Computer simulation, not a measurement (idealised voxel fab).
Name of the process module below: voxel wiring stack
Cross-section cut: width 260 nm, square cells of 5 nm.
Throughout this document, each cross-section is represented as a grid of square cells and is presented as a sequence of bands enumerated from the top downward, where a band comprises one or more rows of cells.
Heights first: top, then bottom, in nm. Then materials, left to right, each with a width in nm. "everywhere" on a single material: fills the band edge to edge. "empty": empty space.
Note: height 0 marks the level under which the wafer is uniformly one material as received. Lowest band unbounded below, written "0 nm and below".
When a width is written as two numbers, as in "30..40", the first number is the width in the top row of cells of the band and the second is the width in its bottom row, and the width changes by the same amount from each row to the next.
Step note "remained unchanged" = no cross-section cell changed.
This entry, "Voids, fully enclosed", enumerates those empty regions of no fewer than 8 cells that possess no open connection to the top. Each region is reported in the form width x height at distance, the distance being taken from the left edge, with all three quantities expressed in nm.
Note: text after step settings on the step line = simulator remark on that step.
For masked steps, "overlay nm" on the step line gives how far right of plan the mask actually lay; a minus sign means it lay to the left.
## List of planned process steps
1. op RECEIVE | material Si
2. op CONFORMAL_DEP | material SiO2 | thk nm 15
3. op DIRECTIONAL_DEP | material TiN | thk nm 5
4. op DIRECTIONAL_DEP | material W | thk nm 25
5. op MASKED_ETCH | tone cover | mask id METAL_1 | width nm 30 | pitch nm 55 | etch materials W | depth nm 25 | overlay nm 0
6. op MASKED_ETCH | tone cover | mask id METAL_1 | width nm 30 | pitch nm 55 | etch materials TiN | depth nm 5 | overlay nm 0
7. op FILL_DEP | material lowk | thk nm 5
8. op CMP | height nm 45
9. op CONFORMAL_DEP | material SiCN | thk nm 5
10. op DIRECTIONAL_DEP | material lowk | thk nm 10
11. op MASKED_ETCH | tone open | mask id PLUG_1 | width nm 15 | etch materials lowk | depth nm 10 | overlay nm 0
12. op MASKED_ETCH | tone open | mask id PLUG_1 | width nm 15 | etch materials SiCN | depth nm 5 | overlay nm 0
13. op EPI | material Ru | thk nm 10
14. op EPI | material Ru | thk nm 5
15. op DIRECTIONAL_DEP | material TiN | thk nm 5
16. op DIRECTIONAL_DEP | material W | thk nm 15
17. op PATTERN | tone cover | mask id METAL_2 | material resist | width nm 30 | pitch nm 55 | thk nm 15 | overlay nm 0
18. op DIRECTIONAL_ETCH | etch materials W | depth nm 15
19. op DIRECTIONAL_ETCH | etch materials TiN | depth nm 5
20. op STRIP | etch materials resist
21. op FILL_DEP | material lowk | thk nm 10
22. op CMP | height nm 80
23. op CONFORMAL_DEP | material SiCN | thk nm 5
24. op DIRECTIONAL_DEP | material lowk | thk nm 15
25. op PATTERN | tone open | mask id PLUG_2 | material resist | width nm 15 | pitch nm 55 | thk nm 20 | overlay nm 0
26. op DIRECTIONAL_ETCH | etch materials lowk | depth nm 15
27. op DIRECTIONAL_ETCH | etch materials SiCN | depth nm 5
28. op STRIP | etch materials resist
29. op EPI | material Ru | thk nm 10
30. op EPI | material Ru | thk nm 10
31. op CONFORMAL_DEP | material SiCN | thk nm 5
32. op DIRECTIONAL_DEP | material lowk | thk nm 20
33. op DIRECTIONAL_DEP | material aC | thk nm 10
34. op PATTERN | tone open | mask id METAL_3 | material resist | width nm 30 | pitch nm 55 | thk nm 25 | overlay nm 0
35. op DIRECTIONAL_ETCH | etch materials aC | depth nm 10
36. op STRIP | etch materials resist
37. op DIRECTIONAL_ETCH | etch materials lowk | depth nm 20
38. op DIRECTIONAL_ETCH | etch materials SiCN | depth nm 5
39. op STRIP | etch materials aC
40. op CONFORMAL_DEP | material TiN | thk nm 5
41. op FILL_DEP | material Ru | thk nm 10
42. op CMP | height nm 125
43. op CONFORMAL_DEP | material SiCN | thk nm 5
44. op DIRECTIONAL_DEP | material SiO2 | thk nm 10
45. op MASKED_ETCH | tone open | mask id PLUG_3 | width nm 15 | pitch nm 55 | etch materials SiO2 | depth nm 10 | overlay nm 0
46. op MASKED_ETCH | tone open | mask id PLUG_3 | width nm 15 | pitch nm 55 | etch materials SiCN | depth nm 5 | overlay nm 0
47. op CONFORMAL_DEP | material TiN | thk nm 5
48. op FILL_DEP | material W | thk nm 10
49. op CMP | height nm 140
50. op CONFORMAL_DEP | material SiN | thk nm 5
51. op DIRECTIONAL_DEP | material SiO2 | thk nm 20
52. op PATTERN | tone open | mask id METAL_4 | material resist | width nm 30 | pitch nm 55 | thk nm 20 | overlay nm 0
53. op DIRECTIONAL_ETCH | etch materials SiO2 | depth nm 20
54. op DIRECTIONAL_ETCH | etch materials SiN | depth nm 5
55. op STRIP | etch materials resist
56. op CONFORMAL_DEP | material TiN | thk nm 5
57. op FILL_DEP | material Cu | thk nm 10
58. op CMP | height nm 165
59. op EPI | material Ru | thk nm 5
60. op FILL_DEP | material SiCN | thk nm 5
## Cross-section of the wafer at receipt, which is the condition after step 1
  0 nm and below  Si everywhere
  Voids, fully enclosed: none
## The plan above was carried out on the starting structure above with one mistake, and this cross-section shows the wafer at the end of the module
  175 nm to 170 nm  SiCN everywhere
  170 nm to 165 nm  SiCN: 80, then Ru: 40, then SiCN: 15, then Ru: 40, then SiCN: 85
  165 nm to 145 nm  SiO2: 85, then TiN: 5, then Cu: 20, then TiN: 5, then SiO2: 25, then TiN: 5, then Cu: 20, then TiN: 5, then SiO2: 90
  145 nm to 140 nm  SiN: 85, then TiN: 30, then SiN: 25, then TiN: 30, then SiN: 90
  140 nm to 130 nm  SiO2: 85, then TiN: 5, then W: 5, then TiN: 5, then SiO2: 40, then TiN: 5, then W: 5, then TiN: 5, then SiO2: 105
  130 nm to 125 nm  SiCN: 85, then TiN: 15, then SiCN: 40, then TiN: 15, then SiCN: 105
  125 nm to 115 nm  lowk: 85, then TiN: 5, then Ru: 20, then TiN: 5, then lowk: 25, then TiN: 5, then Ru: 20, then TiN: 5, then lowk: 90
  115 nm to 110 nm  lowk: 70, then SiCN: 15, then TiN: 30, then lowk: 10, then SiCN: 15, then TiN: 30, then lowk: 90
  110 nm to 105 nm  lowk: 70, then SiCN: 5, then Ru: 35, then SiCN: 5, then lowk: 10, then SiCN: 5, then Ru: 35, then SiCN: 5, then lowk: 90
  105 nm to 100 nm  SiCN: 75, then Ru: 35, then SiCN: 20, then Ru: 35, then SiCN: 95
  100 nm to 85 nm  lowk: 85, then Ru: 15, then lowk: 40, then Ru: 15, then lowk: 105
  85 nm to 80 nm  SiCN: 85, then Ru: 15, then SiCN: 40, then Ru: 15, then SiCN: 105
  80 nm to 65 nm  lowk: 85, then W: 30, then lowk: 25, then W: 30, then lowk: 90
  65 nm to 60 nm  lowk: 85, then TiN: 30, then lowk: 25, then TiN: 30, then lowk: 90
  60 nm to 50 nm  lowk: 85, then Ru: 15, then lowk: 160
  50 nm to 45 nm  SiCN: 85, then Ru: 15, then SiCN: 160
  45 nm to 20 nm  lowk: 85, then W: 30, then lowk: 25, then W: 30, then lowk: 90
  20 nm to 15 nm  lowk: 85, then TiN: 30, then lowk: 25, then TiN: 30, then lowk: 90
  15 nm to 0 nm  SiO2 everywhere
  0 nm and below  Si everywhere
  Voids, fully enclosed: none
Against the plan, the run slipped here: one of the steps 29 and 30, which are alike, was run twice
